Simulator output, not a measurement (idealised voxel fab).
Name of the process module below: voxel self aligned contacts
Square cells of 5 nm make up the cross-section cut, whose width is 215 nm.
Bands, listed from the top down, are how a cross-section gets written in this document; the cross-section itself is a grid of square cells, and a band is one or more rows of them. Top, bottom (nm), then materials left to right with widths (nm); lone material tagged "edge to edge" fills the whole band edge to edge; "air" = empty space. Beneath 0, the wafer as received is one material, and that level is where height counting begins. The lowest band goes on downward without a bottom; it is written like "0 and below". With a width like "30..40", each row of cells in the band differs from the next by the same amount, the top row carrying the first number and the bottom row the second. "stayed the same" after a step means that no cell of the cross-section changed. Each empty space that has no open way to the top and spans at least 8 cells appears under "Enclosed voids" as width x height at distance, the distance counted from the left edge, all in nm. Whatever follows a step's settings on its line is a remark the simulator itself makes about that step. overlay nm: on a step with a mask, how far right of its planned place the mask lay; negative means left.

-- Listed below are the process steps as planned
1. RECEIVE (material Si)
2. OXIDIZE (depth nm 5)
3. DIRECTIONAL_DEP (material polySi; thk nm 20)
4. DIRECTIONAL_DEP (material SiN; thk nm 20)
5. MASKED_ETCH (tone cover; mask id GATE; width nm 30; pitch nm 55; etch materials SiN; depth nm 20; overlay nm 0)
6. MASKED_ETCH (tone cover; mask id GATE; width nm 30; pitch nm 55; etch materials polySi; depth nm 20; overlay nm 0)
7. CONFORMAL_DEP (material SiN; thk nm 5)
8. DIRECTIONAL_ETCH (etch materials SiN; depth nm 5)
9. FILL_DEP (material SiO2; thk nm 15)
10. CMP (height nm 50)
11. MASKED_ETCH (tone open; mask id CONTACT; width nm 35; etch materials SiO2; depth nm 55; overlay nm 0)
12. CONFORMAL_DEP (material TiN; thk nm 5)
13. FILL_DEP (material Ru; thk nm 10)
14. CMP (height nm 50)
15. CONFORMAL_DEP (material SiCN; thk nm 5)

-- Step 1 complete: cross-section of the wafer as received
- 0 and below: Si edge to edge
- Enclosed voids: none

-- End-of-module cross-section of the first of two wafers, processed as planned
- 55 down to 50: SiCN edge to edge
- 50 down to 40: SiO2 (90); TiN (5..15); Ru (25..5); TiN (5..15); SiO2 (90)
- 40 down to 20: SiO2 (60); SiN (40); TiN (5); Ru (5); TiN (5); SiN (40); SiO2 (60)
- 20 down to 0: SiO2 (60); SiN (5); polySi (30); SiN (5); TiN (5); Ru (5); TiN (5); SiN (5); polySi (30); SiN (5); SiO2 (60)
- 0 down to -5: SiO2 (100); TiN (15); SiO2 (100)
- -5 and below: Si edge to edge
- Enclosed voids: none

-- Same start, same plan as the first wafer - but one mistake in the run. Cross-section of the second of the two at the end of the module
- 45 down to 40: SiCN edge to edge
- 40 down to 20: SiO2 (60); SiN (40); TiN (5); Ru (5); TiN (5); SiN (40); SiO2 (60)
- 20 down to 0: SiO2 (60); SiN (5); polySi (30); SiN (5); TiN (5); Ru (5); TiN (5); SiN (5); polySi (30); SiN (5); SiO2 (60)
- 0 down to -5: SiO2 (100); TiN (15); SiO2 (100)
- -5 and below: Si edge to edge
- Enclosed voids: none
So what did we get wrong on this run? step 14 was processed under conditions differing from the plan, specifically as CMP (height nm 40)
Once processing is complete, comparing cell counts shows that the second wafer has more or fewer of certain materials than the first: 6 fewer of Ru; 72 fewer of SiO2; 8 fewer of TiN
